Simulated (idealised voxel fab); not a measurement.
process module | voxel self aligned vias
cross-section cut | 210 nm wide | cells 5 nm
A cross-section is a grid of square cells, given in bands from the top down. A band is one or more rows of cells.
Each band's line starts with the height of the band's top and of its bottom, in nm. Then come its materials from left to right, each with its width in nm. One material with "throughout" fills the band from edge to edge. "air" is empty space.
Height 0 is the level under which the wafer as received is all one material. The lowest band goes on downwards, as in "0 down".
A width such as "30 to 40" changes by the same amount from each row of cells to the next, from the band's top row to its bottom row.
"no change" after a step means that no cell of the cross-section changed.
closed voids: empty space of 8 cells or more with no open way to the top, each as width x height at its distance from the left edge, in nm
after a step's settings: what the simulator itself notes on the step
overlay nm, on a step with a mask: how far to the right of its planned place the mask lay; to the left if negative
plan
1 op RECEIVE | material Si
2 op CONFORMAL_DEP | material SiO2 | thk nm 15
3 op CONFORMAL_DEP | material SiCN | thk nm 5
4 op DIRECTIONAL_DEP | material SiO2 | thk nm 20
5 op PATTERN | tone open | mask id LINES | material resist | width nm 30 | pitch nm 80 | thk nm 15 | overlay nm 0
6 op DIRECTIONAL_ETCH | etch materials SiO2 | depth nm 20
7 op STRIP | etch materials resist
8 op CONFORMAL_DEP | material TiN | thk nm 5
9 op FILL_DEP | material Ru | thk nm 5
10 op CMP | height nm 40
11 op SELECTIVE_ETCH | etch materials W Ru TiN | depth nm 5
12 op FILL_DEP | material SiN | thk nm 10
13 op CMP | height nm 40
14 op DIRECTIONAL_DEP | material SiO2 | thk nm 15
15 op MASKED_ETCH | tone open | mask id VIAS | width nm 50 | pitch nm 80 | etch materials SiO2 | depth nm 15 | overlay nm 0
16 op MASKED_ETCH | tone open | mask id VIAS | width nm 50 | pitch nm 80 | etch materials SiN | depth nm 5 | overlay nm 0
17 op CONFORMAL_DEP | material TiN | thk nm 5
18 op FILL_DEP | material Cu | thk nm 5
19 op CMP | height nm 55
20 op CONFORMAL_DEP | material SiCN | thk nm 5
as received, after step 1
  0 down: Si throughout
  closed voids: none
a wafer at the end: this start, this plan, one mistake
  60 to 55: SiCN throughout
  55 to 40: SiO2 40 | TiN 5 | Cu 40 | TiN 5 | SiO2 30 | TiN 5 | Cu 40 | TiN 5 | SiO2 40
  40 to 35: SiO2 40 | TiN 50 | SiO2 30 | TiN 50 | SiO2 40
  35 to 25: SiO2 40 | TiN 15 | Ru 20 | TiN 15 | SiO2 30 | TiN 15 | Ru 20 | TiN 15 | SiO2 40
  25 to 20: SiO2 50 | TiN 30 | SiO2 50 | TiN 30 | SiO2 50
  20 to 15: SiCN throughout
  15 to 0: SiO2 throughout
  0 down: Si throughout
  closed voids: none
what went wrong: step 15 was run twice
